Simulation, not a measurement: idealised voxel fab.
process module | voxel wiring stack
cross-section cut | 275 nm wide | cells 5 nm
A cross-section is a grid of square cells, given in bands from the top down. A band is one or more rows of cells.
Each band's line starts with the height of the band's top and of its bottom, in nm. Then come its materials from left to right, each with its width in nm. One material with "throughout" fills the band from edge to edge. "air" is empty space.
Height 0 is the level under which the wafer as received is all one material. The lowest band goes on downwards, as in "0 down".
A width such as "30 to 40" changes by the same amount from each row of cells to the next, from the band's top row to its bottom row.
"no change" after a step means that no cell of the cross-section changed.
closed voids: empty space of 8 cells or more with no open way to the top, each as width x height at its distance from the left edge, in nm
after a step's settings: what the simulator itself notes on the step
overlay nm, on a step with a mask: how far to the right of its planned place the mask lay; to the left if negative
plan
1 op RECEIVE | material Si
2 op CONFORMAL_DEP | material SiO2 | thk nm 15
3 op CONFORMAL_DEP | material SiCN | thk nm 5
4 op DIRECTIONAL_DEP | material lowk | thk nm 20
5 op MASKED_ETCH | tone open | mask id METAL_1 | width nm 30 | pitch nm 55 | etch materials lowk | depth nm 20 | overlay nm 0
6 op MASKED_ETCH | tone open | mask id METAL_1 | width nm 30 | pitch nm 55 | etch materials SiCN | depth nm 5 | overlay nm 0
7 op CONFORMAL_DEP | material TiN | thk nm 5
8 op FILL_DEP | material Ru | thk nm 5
9 op CMP | height nm 40
10 op CONFORMAL_DEP | material SiCN | thk nm 5
11 op DIRECTIONAL_DEP | material lowk | thk nm 25
12 op DIRECTIONAL_DEP | material aC | thk nm 10
13 op PATTERN | tone open | mask id METAL_2 | material resist | width nm 30 | pitch nm 55 | thk nm 25 | overlay nm 0
14 op DIRECTIONAL_ETCH | etch materials aC | depth nm 10
15 op STRIP | etch materials resist
16 op DIRECTIONAL_ETCH | etch materials lowk | depth nm 15
17 op STRIP | etch materials aC
18 op DIRECTIONAL_DEP | material aC | thk nm 15
19 op PATTERN | tone open | mask id METAL_2_HOLES | material resist | width nm 15 | pitch nm 55 | thk nm 30 | overlay nm 0
20 op DIRECTIONAL_ETCH | etch materials aC | depth nm 15
21 op STRIP | etch materials resist
22 op DIRECTIONAL_ETCH | etch materials lowk | depth nm 10
23 op DIRECTIONAL_ETCH | etch materials SiCN | depth nm 5
24 op STRIP | etch materials aC
25 op CONFORMAL_DEP | material TiN | thk nm 5
26 op FILL_DEP | material Cu | thk nm 10
27 op CMP | height nm 70
28 op CONFORMAL_DEP | material SiCN | thk nm 5
as received, after step 1
  0 down: Si throughout
  closed voids: none
first wafer at the end, as planned
  75 to 70: SiCN throughout
  70 to 60: lowk 40 | TiN 5 | Cu 20 | TiN 5 | lowk 25 | TiN 5 | Cu 20 | TiN 5 | lowk 25 | TiN 5 | Cu 20 | TiN 5 | lowk 25 | TiN 5 | Cu 20 | TiN 5 | lowk 40
  60 to 55: lowk 40 | TiN 5 | Cu 5 | TiN 20 | lowk 25 | TiN 5 | Cu 5 | TiN 20 | lowk 25 | TiN 5 | Cu 5 | TiN 20 | lowk 25 | TiN 5 | Cu 5 | TiN 20 | lowk 40
  55 to 45: lowk 40 | TiN 5 | Cu 5 | TiN 5 | lowk 40 | TiN 5 | Cu 5 | TiN 5 | lowk 40 | TiN 5 | Cu 5 | TiN 5 | lowk 40 | TiN 5 | Cu 5 | TiN 5 | lowk 55
  45 to 40: SiCN 40 | TiN 15 | SiCN 40 | TiN 15 | SiCN 40 | TiN 15 | SiCN 40 | TiN 15 | SiCN 55
  40 to 20: lowk 40 | TiN 5 | Ru 20 | TiN 5 | lowk 25 | TiN 5 | Ru 20 | TiN 5 | lowk 25 | TiN 5 | Ru 20 | TiN 5 | lowk 25 | TiN 5 | Ru 20 | TiN 5 | lowk 40
  20 to 15: SiCN 40 | TiN 30 | SiCN 25 | TiN 30 | SiCN 25 | TiN 30 | SiCN 25 | TiN 30 | SiCN 40
  15 to 0: SiO2 throughout
  0 down: Si throughout
  closed voids: none
second wafer at the end: like start, like plan, one mistake
  75 to 70: SiCN throughout
  70 to 60: lowk 40 | TiN 5 | Cu 20 | TiN 5 | lowk 25 | TiN 5 | Cu 20 | TiN 5 | lowk 25 | TiN 5 | Cu 20 | TiN 5 | lowk 25 | TiN 5 | Cu 20 | TiN 5 | lowk 40
  60 to 55: lowk 40 | TiN 5 | Cu 5 | TiN 20 | lowk 25 | TiN 5 | Cu 5 | TiN 20 | lowk 25 | TiN 5 | Cu 5 | TiN 20 | lowk 25 | TiN 5 | Cu 5 | TiN 20 | lowk 40
  55 to 45: lowk 40 | TiN 5 | Cu 5 | TiN 5 | lowk 40 | TiN 5 | Cu 5 | TiN 5 | lowk 40 | TiN 5 | Cu 5 | TiN 5 | lowk 40 | TiN 5 | Cu 5 | TiN 5 | lowk 55
  45 to 40: SiCN 40 | TiN 15 | SiCN 40 | TiN 15 | SiCN 40 | TiN 15 | SiCN 40 | TiN 15 | SiCN 55
  40 to 35: lowk 40 | TiN 5 | Ru 20 | TiN 5 | lowk 25 | TiN 5 | Ru 20 | TiN 5 | lowk 25 | TiN 5 | Ru 20 | TiN 5 | lowk 25 | TiN 5 | Ru 20 | TiN 5 | lowk 40
  35 to 30: SiCN 40 | TiN 30 | SiCN 25 | TiN 30 | SiCN 25 | TiN 30 | SiCN 25 | TiN 30 | SiCN 40
  30 to 0: SiO2 throughout
  0 down: Si throughout
  closed voids: none
what went wrong: step 2 was run twice
at the end the second wafer has, in cells: 48 fewer of Ru | 165 more of SiO2 | 24 fewer of TiN | 93 fewer of lowk
